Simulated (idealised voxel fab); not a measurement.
process module | voxel spacer lines
cross-section cut | 240 nm wide | cells 5 nm
A cross-section is a grid of square cells, given in bands from the top down. A band is one or more rows of cells.
Each band's line starts with the height of the band's top and of its bottom, in nm. Then come its materials from left to right, each with its width in nm. One material with "throughout" fills the band from edge to edge. "air" is empty space.
Height 0 is the level under which the wafer as received is all one material. The lowest band goes on downwards, as in "0 down".
A width such as "30 to 40" changes by the same amount from each row of cells to the next, from the band's top row to its bottom row.
"no change" after a step means that no cell of the cross-section changed.
closed voids: empty space of 8 cells or more with no open way to the top, each as width x height at its distance from the left edge, in nm
after a step's settings: what the simulator itself notes on the step
overlay nm, on a step with a mask: how far to the right of its planned place the mask lay; to the left if negative
plan
1 op RECEIVE | material Si
2 op CONFORMAL_DEP | material Al2O3 | thk nm 5
3 op DIRECTIONAL_DEP | material polySi | thk nm 20
4 op DIRECTIONAL_DEP | material aC | thk nm 25
5 op PATTERN | tone cover | mask id MANDREL | material resist | width nm 15 | pitch nm 50 | thk nm 30 | overlay nm 0
6 op DIRECTIONAL_ETCH | etch materials aC | depth nm 25
7 op STRIP | etch materials resist
8 op CONFORMAL_DEP | material SiO2 | thk nm 10
9 op DIRECTIONAL_ETCH | etch materials SiO2 | depth nm 10
10 op STRIP | etch materials aC
11 op DIRECTIONAL_ETCH | etch materials polySi | depth nm 20
12 op STRIP | etch materials SiO2
13 op FILL_DEP | material SiO2 | thk nm 10
14 op CMP | height nm 25
as received, after step 1
  0 down: Si throughout
  closed voids: none
a wafer at the end: this start, this plan, one mistake
  25 to 5: SiO2 50 | polySi 10 | SiO2 20 | polySi 10 | SiO2 10 | polySi 10 | SiO2 20 | polySi 10 | SiO2 10 | polySi 10 | SiO2 20 | polySi 10 | SiO2 50
  5 to 0: Al2O3 throughout
  0 down: Si throughout
  closed voids: none
what went wrong: step 5 ran as: op PATTERN | tone cover | mask id MANDREL | material resist | width nm 20 | pitch nm 50 | thk nm 30 | overlay nm 0
